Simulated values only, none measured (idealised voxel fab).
Process module, titled voxel wiring stack
The width of the displayed cross-section, cut, is 220 nm; its cells are square, with a size of 5 nm.
Heads up, the way a cross-section reads in here is a grid of square cells, handed over as bands from the top down, with every band being one or more rows of cells.
Heads up on the band format: heights come first, top then bottom, in nm. After that it's the materials left to right, each with its width in nm. A single material flagged "everywhere" fills the whole band edge to edge, and "blank" means there's empty space there.
It should be noted that heights are counted from 0, beneath which the wafer as supplied is of one material throughout, and that the lowest band possesses no lower boundary but continues downward, as written in "0 nm and below".
Per-row width for "30 to 40": begins at first number (top row of band), ends at second number (bottom row), increment between rows held constant.
Where a step carries "same as before", the cross-section came out of it unchanged, cell for cell.
Enclosed cavity list: empty space of 8 cells or more with no open way to the top, each as width x height at its distance from the left edge, in nm
The remark found on a step's line after its settings is issued by the simulator itself and pertains to that step.
Each step line may optionally specify "overlay nm", which for a step with a mask gives the rightward distance between the mask's planned place and where it lay, a negative value indicating the leftward direction.
THESE ARE THE STEPS WE PLANNED FOR THE PROCESS
1,RECEIVE (material Si)
2,CONFORMAL_DEP (material SiO2; thk nm 15)
3,CONFORMAL_DEP (material SiN; thk nm 5)
4,DIRECTIONAL_DEP (material SiO2; thk nm 25)
5,DIRECTIONAL_DEP (material aC; thk nm 15)
6,PATTERN (tone open; mask id METAL_1; material resist; width nm 30; pitch nm 50; thk nm 35; overlay nm 0)
7,DIRECTIONAL_ETCH (etch materials aC; depth nm 15)
8,STRIP (etch materials resist)
9,DIRECTIONAL_ETCH (etch materials SiO2; depth nm 25)
10,DIRECTIONAL_ETCH (etch materials SiN; depth nm 5)
11,STRIP (etch materials aC)
12,CONFORMAL_DEP (material TiN; thk nm 5)
13,FILL_DEP (material W; thk nm 5)
14,CMP (height nm 45)
15,EPI (material Ru; thk nm 5)
16,FILL_DEP (material SiCN; thk nm 5)
17,DIRECTIONAL_DEP (material lowk; thk nm 35)
18,MASKED_ETCH (tone open; mask id METAL_2; width nm 30; pitch nm 50; etch materials lowk; depth nm 20; overlay nm 0)
19,MASKED_ETCH (tone open; mask id METAL_2_HOLES; width nm 15; pitch nm 50; etch materials lowk; depth nm 15; overlay nm 0)
20,MASKED_ETCH (tone open; mask id METAL_2_HOLES; width nm 15; pitch nm 50; etch materials SiCN; depth nm 5; overlay nm 0)
21,CONFORMAL_DEP (material TiN; thk nm 5)
22,FILL_DEP (material Cu; thk nm 10)
23,CMP (height nm 90)
24,CONFORMAL_DEP (material SiCN; thk nm 5)
THE CROSS-SECTION HERE SHOWS THE WAFER AS RECEIVED, I.E. IN ITS STATE AFTER STEP 1
  0 nm and below = Si everywhere
  Enclosed cavity list: none
THE FOLLOWING CROSS-SECTION DEPICTS THE WAFER UPON CONCLUSION OF THE MODULE. PROCESSING COMMENCED FROM THE STARTING CONDITION ILLUSTRATED ABOVE AND ADHERED TO THE PLAN ILLUSTRATED ABOVE, SAVE FOR ONE MISTAKE IN EXECUTION
  110 nm to 105 nm = SiCN everywhere
  105 nm to 95 nm = Cu everywhere
  95 nm to 90 nm = TiN: 25; Cu: 20; TiN: 30; Cu: 20; TiN: 30; Cu: 20; TiN: 30; Cu: 20; TiN: 25
  90 nm to 75 nm = lowk: 20; TiN: 5; Cu: 20; TiN: 5; lowk: 20; TiN: 5; Cu: 20; TiN: 5; lowk: 20; TiN: 5; Cu: 20; TiN: 5; lowk: 20; TiN: 5; Cu: 20; TiN: 5; lowk: 20
  75 nm to 70 nm = lowk: 20; TiN: 5; Cu: 5; TiN: 20; lowk: 20; TiN: 5; Cu: 5; TiN: 20; lowk: 20; TiN: 5; Cu: 5; TiN: 20; lowk: 20; TiN: 5; Cu: 5; TiN: 20; lowk: 20
  70 nm to 55 nm = lowk: 20; TiN: 5; Cu: 5; TiN: 5; lowk: 35; TiN: 5; Cu: 5; TiN: 5; lowk: 35; TiN: 5; Cu: 5; TiN: 5; lowk: 35; TiN: 5; Cu: 5; TiN: 5; lowk: 35
  55 nm to 50 nm = SiCN: 20; TiN: 15; SiCN: 35; TiN: 15; SiCN: 35; TiN: 15; SiCN: 35; TiN: 15; SiCN: 35
  50 nm to 45 nm = SiCN: 15; Ru: 40; SiCN: 10; Ru: 40; SiCN: 10; Ru: 40; SiCN: 10; Ru: 40; SiCN: 15
  45 nm to 20 nm = SiO2: 20; TiN: 5; W: 20; TiN: 5; SiO2: 20; TiN: 5; W: 20; TiN: 5; SiO2: 20; TiN: 5; W: 20; TiN: 5; SiO2: 20; TiN: 5; W: 20; TiN: 5; SiO2: 20
  20 nm to 15 nm = SiN: 20; TiN: 30; SiN: 20; TiN: 30; SiN: 20; TiN: 30; SiN: 20; TiN: 30; SiN: 20
  15 nm to 0 nm = SiO2 everywhere
  0 nm and below = Si everywhere
  Enclosed cavity list: none
Plan not followed: step 23 of the plan was omitted and not executed
